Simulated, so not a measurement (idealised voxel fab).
Process module under the name voxel self aligned vias
Section cut is 155 nm wide and gridded with 5 nm square cells.
A cross-section is a grid of square cells, given in bands from the top down. A band is one or more rows of cells. Each band's line starts with the height of the band's top and of its bottom, in nm. Then come its materials from left to right, each with its width in nm. One material with "all across" fills the band from edge to edge. "empty" is empty space. For the purposes of this specification, 0 denotes the height below which the wafer in its as-received condition is composed wholly of one material, and the lowermost band, lacking a lower limit, extends downward without end, as expressed in "0 down". The expression "30..40" gives the width at the extremes of the band, the first number at its top row of cells and the second at its bottom row, with the width changing by equal amounts from each row to the next in between. It should be understood that the words "identical to before", when stated for a given step, signify that the cross-section underwent no change in any of its cells during that step. Closed-off voids of 8+ cells (no open route to the top) go in "Encapsulated voids", written width x height at distance from the left edge, in nm. Note: text after step settings on the step line = simulator remark on that step. overlay nm: mask offset rightward from planned place, masked step; negative means leftward offset.

LISTED BELOW ARE THE PROCESS STEPS AS PLANNED
1) RECEIVE, material Si
2) CONFORMAL_DEP, material SiO2, thk nm 15
3) CONFORMAL_DEP, material SiCN, thk nm 5
4) DIRECTIONAL_DEP, material SiO2, thk nm 25
5) PATTERN, tone open, mask id LINES, material resist, width nm 30, pitch nm 55, thk nm 15, overlay nm 0
6) DIRECTIONAL_ETCH, etch materials SiO2, depth nm 25
7) STRIP, etch materials resist
8) CONFORMAL_DEP, material TiN, thk nm 5
9) FILL_DEP, material W, thk nm 10
10) CMP, height nm 45
11) SELECTIVE_ETCH, etch materials W Ru TiN, depth nm 5
12) FILL_DEP, material SiN, thk nm 10
13) CMP, height nm 45
14) DIRECTIONAL_DEP, material SiO2, thk nm 15
15) MASKED_ETCH, tone open, mask id VIAS, width nm 40, pitch nm 55, etch materials SiO2, depth nm 15, overlay nm 0
16) MASKED_ETCH, tone open, mask id VIAS, width nm 40, pitch nm 55, etch materials SiN, depth nm 5, overlay nm 0
17) CONFORMAL_DEP, material TiN, thk nm 5
18) FILL_DEP, material Ru, thk nm 10
19) CMP, height nm 60
20) CONFORMAL_DEP, material SiCN, thk nm 5

STEP 1 COMPLETE: CROSS-SECTION OF THE WAFER AS RECEIVED
    0 down | Si all across
    Encapsulated voids: none

CROSS-SECTION, END OF MODULE. START: AS ABOVE. PLAN: AS ABOVE. EXECUTION: ONE MISTAKE
    65 to 60 | SiCN all across
    60 to 50 | SiO2 40 / TiN 5 / Ru 30 / TiN 5 / SiO2 15 / TiN 5 / Ru 30 / TiN 5 / SiO2 20
    50 to 45 | SiO2 40 / TiN 5 / Ru 15 / TiN 20 / SiO2 15 / TiN 5 / Ru 15 / TiN 20 / SiO2 20
    45 to 40 | SiO2 35 / SiN 5 / TiN 25 / SiO2 25 / SiN 5 / TiN 25 / SiO2 35
    40 to 25 | SiO2 35 / TiN 5 / W 20 / TiN 5 / SiO2 25 / TiN 5 / W 20 / TiN 5 / SiO2 35
    25 to 20 | SiO2 35 / TiN 30 / SiO2 25 / TiN 30 / SiO2 35
    20 to 15 | SiCN all across
    15 to 0 | SiO2 all across
    0 down | Si all across
    Encapsulated voids: none
The plan and the run diverged here: step 15 deviated from plan and actually ran as MASKED_ETCH, tone open, mask id VIAS, width nm 40, pitch nm 55, etch materials SiO2, depth nm 15, overlay nm 10
